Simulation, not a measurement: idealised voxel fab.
Process module, titled voxel tone inversion
The cross-section shown here is cut; it is 240 nm wide and divided into square cells measuring 5 nm on a side.
In this document a cross-section is written as a grid of square cells. It is given as a series of bands, listed from the top down, and a band is one or more rows of cells. Band: top height; bottom height; in nm. Then, left to right: material with width in nm, for each material. "full width": a single material spanning edge to edge. "empty": empty space. Height datum 0, below which the as-received substrate wafer is one material. Lowest band open at the bottom, running downward: "z 0 and below". The expression "30..40" gives the width at the extremes of the band, the first number at its top row of cells and the second at its bottom row, with the width changing by equal amounts from each row to the next in between. "no modification" after a step means that no cell of the cross-section changed. Sealed-off cavities: empty space of 8 cells or more with no open way to the top, each as width x height at its distance from the left edge, in nm. On a step's line, text after the settings is the simulator commenting on that step. "overlay nm" denotes, for a step that has a mask, the displacement of the mask to the right of its planned place, with negative values corresponding to the left.

-- Here's what the planned process steps look like
1,RECEIVE: material Si
2,CONFORMAL_DEP: material SiN, thk nm 5
3,DIRECTIONAL_DEP: material aC, thk nm 20
4,PATTERN: tone cover, mask id POSTS, material resist, width nm 15, pitch nm 45, thk nm 30, overlay nm 0
5,DIRECTIONAL_ETCH: etch materials aC, depth nm 20
6,STRIP: etch materials resist
7,FILL_DEP: material SiO2, thk nm 5
8,CMP: height nm 15
9,STRIP: etch materials aC
10,CONFORMAL_DEP: material TiN, thk nm 5
11,FILL_DEP: material Ru, thk nm 5
12,CMP: height nm 25
13,CONFORMAL_DEP: material SiN, thk nm 5
It is noted that the wafers described herein are identical at the outset and are distinguished by the height nm of step 8; the value stated in the plan corresponds to the first wafer.

-- Incoming state of the first of several wafers in cross-section: after step 1
> z 0 and below  Si full width
> Sealed-off cavities: none

-- Table: wafers, a row each; end-of-module cell change per material since receipt, gain (+), loss (-); then closed voids
height nm 15; +56 Ru; +96 SiN; +72 SiO2; +64 TiN; Sealed-off cavities: none
height nm 20; +12 Ru; +96 SiN; +108 SiO2; +72 TiN; Sealed-off cavities: none
height nm 25; +12 Ru; +96 SiN; +144 SiO2; +36 TiN; Sealed-off cavities: none
height nm 30; +96 SiN; +144 SiO2; +48 aC; Sealed-off cavities: none
